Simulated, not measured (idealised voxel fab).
The process module presented herein is designated voxel plated lines.
Pictured: cross-section cut, 185 nm wide, on a grid of 5 nm square cells.
This document writes a cross-section as a grid whose cells are square, and gives it as bands, listed from the top down; one or more rows of cells form a band.
For a band, the entry starts with two heights in nm, that of the top and then that of the bottom, and carries on with the band's materials in order from left to right, each alongside its width in nm; the word "everywhere" beside a single material means it fills the band edge to edge, and "air" means empty space.
Height datum 0, below which the as-received substrate wafer is one material. Lowest band open at the bottom, running downward: "top 0, no bottom".
The notation "30 to 40" denotes a width that varies across the rows of cells in the band, beginning at the first number in the top row, finishing at the second number in the bottom row, and changing by an identical amount from each row to the next.
No cell of the cross-section changed in a step that is given as "stayed the same".
Voids not open to the top, 8 cells minimum: see "Sealed voids". Written width x height at distance; distance is from the left edge; nm.
Formally, on a step line, whatever follows the settings is a remark that the simulator itself makes on the step.
overlay nm: right-of-plan distance of the mask on a masked step; negative values mean left-of-plan.

### Steps planned for the process
1 RECEIVE [material Si]
2 CONFORMAL_DEP [material Al2O3] [thk nm 15]
3 DIRECTIONAL_DEP [material TiN] [thk nm 5]
4 PATTERN [tone open] [mask id LINES] [material resist] [width nm 25] [pitch nm 55] [thk nm 30] [overlay nm 0]
5 EPI [material Ru] [thk nm 5]
6 EPI [material Ru] [thk nm 10]
7 STRIP [etch materials resist]
8 DIRECTIONAL_ETCH [etch materials TiN] [depth nm 5]
9 CONFORMAL_DEP [material SiN] [thk nm 10]

### First wafer of two (run as planned)

### As received (post step 1): cross-section
  top 0, no bottom = Si everywhere
  Sealed voids: none

### Presented here is a cross-section of the wafer after step 2 has been performed
  top 15, bottom 0 = Al2O3 everywhere
  Nothing below the height 0 has changed.

### Presented here is a cross-section of the wafer after step 3 has been performed
  top 20, bottom 15 = TiN everywhere
  Nothing below the height 15 has changed.

### Presented here is a cross-section of the wafer after step 4 has been performed
  top 50, bottom 20 = resist (50), then air (25), then resist (30), then air (25), then resist (55)
  Nothing below the height 20 has changed.

### Presented here is a cross-section of the wafer after step 5 has been performed
  top 50, bottom 25 = resist (50), then air (25), then resist (30), then air (25), then resist (55)
  top 25, bottom 20 = resist (50), then Ru (25), then resist (30), then Ru (25), then resist (55)
  Nothing below the height 20 has changed.

### Presented here is a cross-section of the wafer after step 6 has been performed
  top 50, bottom 35 = resist (50), then air (25), then resist (30), then air (25), then resist (55)
  top 35, bottom 20 = resist (50), then Ru (25), then resist (30), then Ru (25), then resist (55)
  Nothing below the height 20 has changed.

### Presented here is a cross-section of the wafer after step 7 has been performed
  top 35, bottom 20 = air (50), then Ru (25), then air (30), then Ru (25), then air (55)
  Nothing below the height 20 has changed.

### Presented here is a cross-section of the wafer after step 8 has been performed
  top 35, bottom 20 = air (50), then Ru (25), then air (30), then Ru (25), then air (55)
  top 20, bottom 15 = air (50), then TiN (25), then air (30), then TiN (25), then air (55)
  Nothing below the height 15 has changed.

### Presented here is a cross-section of the wafer after step 9 has been performed
  top 45, bottom 35 = air (40), then SiN (45), then air (10), then SiN (45), then air (45)
  top 35, bottom 25 = air (40), then SiN (10), then Ru (25), then SiN (10), then air (10), then SiN (10), then Ru (25), then SiN (10), then air (45)
  top 25, bottom 20 = SiN (50), then Ru (25), then SiN (30), then Ru (25), then SiN (55)
  top 20, bottom 15 = SiN (50), then TiN (25), then SiN (30), then TiN (25), then SiN (55)
  Nothing below the height 15 has changed.

### The remaining wafer, second of the two, started like the first and was run to the same plan, except that one mistake was made along the way; the two coincide through step 3, inclusive

### Second wafer: cross-section at the scheduled end of step 4
  top 50, bottom 20 = air (50), then resist (25), then air (30), then resist (25), then air (55)
  Nothing below the height 20 has changed.

### Second wafer: cross-section at the scheduled end of step 5
  top 50, bottom 25 = air (50), then resist (25), then air (30), then resist (25), then air (55)
  top 25, bottom 20 = Ru (50), then resist (25), then Ru (30), then resist (25), then Ru (55)
  Nothing below the height 20 has changed.

### Second wafer: cross-section at the scheduled end of step 6
  top 50, bottom 35 = air (50), then resist (25), then air (30), then resist (25), then air (55)
  top 35, bottom 20 = Ru (50), then resist (25), then Ru (30), then resist (25), then Ru (55)
  Nothing below the height 20 has changed.

### Second wafer: cross-section at the scheduled end of step 7
  top 35, bottom 20 = Ru (50), then air (25), then Ru (30), then air (25), then Ru (55)
  Nothing below the height 20 has changed.

### Second wafer: cross-section at the scheduled end of step 8
  top 35, bottom 20 = Ru (50), then air (25), then Ru (30), then air (25), then Ru (55)
  top 20, bottom 15 = TiN (50), then air (25), then TiN (30), then air (25), then TiN (55)
  Nothing below the height 15 has changed.

### Second wafer: cross-section at the scheduled end of step 9
  top 45, bottom 35 = SiN (60), then air (5), then SiN (50), then air (5), then SiN (65)
  top 35, bottom 25 = Ru (50), then SiN (10), then air (5), then SiN (10), then Ru (30), then SiN (10), then air (5), then SiN (10), then Ru (55)
  top 25, bottom 20 = Ru (50), then SiN (25), then Ru (30), then SiN (25), then Ru (55)
  top 20, bottom 15 = TiN (50), then SiN (25), then TiN (30), then SiN (25), then TiN (55)
  Nothing below the height 15 has changed.
What was done differently from what was planned? step 4: run off-plan, actual operation and settings PATTERN [tone cover] [mask id LINES] [material resist] [width nm 25] [pitch nm 55] [thk nm 30] [overlay nm 0]
Upon completion, the second wafer contains, in terms of cells, a greater or smaller amount of certain materials than the first wafer: 51 more of Ru; 17 more of TiN
